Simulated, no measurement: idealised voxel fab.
Module name: voxel self aligned vias (process module)
Square cells of 5 nm make up the cross-section cut, whose width is 290 nm.
A cross-section is written here as square cells arranged in a grid, and it is given in bands from the top down, each band taking up one or more rows of cells.
Each band's line starts with the height of the band's top and of its bottom, in nm. Then come its materials from left to right, each with its width in nm. One material with "full width" fills the band from edge to edge. "empty" is empty space.
Where do heights start? At 0: under that level the wafer as delivered is made of one material only. And the lowest band has no floor; it just carries on downward, as in "0 and below".
Note: "30..40" means the width goes from the first number (top row of the band) to the second number (bottom row) in equal steps per row of cells.
For the purposes of this document, the phrase "remains unaltered" attached to a step denotes that no cell within the cross-section was modified by that step.
Empty spaces counting at least 8 cells and having no open way to the top are listed in "Enclosed void catalog". The notation width x height at distance is used for each, the distance being from the left edge and all three values in nm.
If you see something after the settings on a step's line, that's the simulator's own remark about that step.
overlay nm: on a step with a mask, how far right of its planned place the mask lay; negative means left.
-- These are the steps we planned for the process
step 1: RECEIVE [material Si]
step 2: CONFORMAL_DEP [material SiO2] [thk nm 10]
step 3: CONFORMAL_DEP [material SiCN] [thk nm 5]
step 4: DIRECTIONAL_DEP [material lowk] [thk nm 20]
step 5: MASKED_ETCH [tone open] [mask id LINES] [width nm 25] [pitch nm 65] [etch materials lowk] [depth nm 20] [overlay nm 0]
step 6: CONFORMAL_DEP [material TiN] [thk nm 5]
step 7: FILL_DEP [material Ru] [thk nm 10]
step 8: CMP [height nm 35]
step 9: SELECTIVE_ETCH [etch materials W Ru TiN] [depth nm 5]
step 10: FILL_DEP [material SiN] [thk nm 10]
step 11: CMP [height nm 35]
step 12: DIRECTIONAL_DEP [material lowk] [thk nm 15]
step 13: DIRECTIONAL_DEP [material aC] [thk nm 10]
step 14: PATTERN [tone open] [mask id VIAS] [material resist] [width nm 45] [pitch nm 65] [thk nm 25] [overlay nm 0]
step 15: DIRECTIONAL_ETCH [etch materials aC] [depth nm 10]
step 16: STRIP [etch materials resist]
step 17: DIRECTIONAL_ETCH [etch materials lowk] [depth nm 15]
step 18: DIRECTIONAL_ETCH [etch materials SiN] [depth nm 5]
step 19: STRIP [etch materials aC]
step 20: CONFORMAL_DEP [material TiN] [thk nm 5]
step 21: FILL_DEP [material Ru] [thk nm 5]
step 22: CMP [height nm 50]
step 23: CONFORMAL_DEP [material SiCN] [thk nm 5]
-- Wafer at receipt (post step 1), cross-section
- 0 and below = Si full width
- Enclosed void catalog: none
-- Run as planned - first of the two wafers cross-sectioned at the end of the module
- 55 down to 50 = SiCN full width
- 50 down to 40 = 90 nm lowk / 5 nm TiN / 35 nm Ru / 5 nm TiN / 20 nm lowk / 5 nm TiN / 35 nm Ru / 5 nm TiN / 90 nm lowk
- 40 down to 35 = 90 nm lowk / 15 nm TiN / 15 nm Ru / 15 nm TiN / 20 nm lowk / 15 nm TiN / 15 nm Ru / 15 nm TiN / 90 nm lowk
- 35 down to 30 = 100 nm lowk / 25 nm TiN / 40 nm lowk / 25 nm TiN / 100 nm lowk
- 30 down to 20 = 100 nm lowk / 5 nm TiN / 15 nm Ru / 5 nm TiN / 40 nm lowk / 5 nm TiN / 15 nm Ru / 5 nm TiN / 100 nm lowk
- 20 down to 15 = 100 nm lowk / 25 nm TiN / 40 nm lowk / 25 nm TiN / 100 nm lowk
- 15 down to 10 = SiCN full width
- 10 down to 0 = SiO2 full width
- 0 and below = Si full width
- Enclosed void catalog: none
-- Second wafer of the two, sectioned at the end of the module. It began like the first and followed the same plan, but one mistake was made while running it
- 55 down to 50 = SiCN full width
- 50 down to 40 = 100 nm lowk / 5 nm TiN / 35 nm Ru / 5 nm TiN / 20 nm lowk / 5 nm TiN / 35 nm Ru / 5 nm TiN / 80 nm lowk
- 40 down to 35 = 100 nm lowk / 5 nm TiN / 15 nm Ru / 25 nm TiN / 20 nm lowk / 5 nm TiN / 15 nm Ru / 25 nm TiN / 80 nm lowk
- 35 down to 30 = 100 nm lowk / 25 nm TiN / 40 nm lowk / 25 nm TiN / 100 nm lowk
- 30 down to 20 = 100 nm lowk / 5 nm TiN / 15 nm Ru / 5 nm TiN / 40 nm lowk / 5 nm TiN / 15 nm Ru / 5 nm TiN / 100 nm lowk
- 20 down to 15 = 100 nm lowk / 25 nm TiN / 40 nm lowk / 25 nm TiN / 100 nm lowk
- 15 down to 10 = SiCN full width
- 10 down to 0 = SiO2 full width
- 0 and below = Si full width
- Enclosed void catalog: none
Diagnosis: for step 14, the planned setting was not used; the step was instead run as PATTERN [tone open] [mask id VIAS] [material resist] [width nm 45] [pitch nm 65] [thk nm 25] [overlay nm 10]
So at the finish, the second wafer's got exactly as many cells of each material as the first, just not in the same spots.
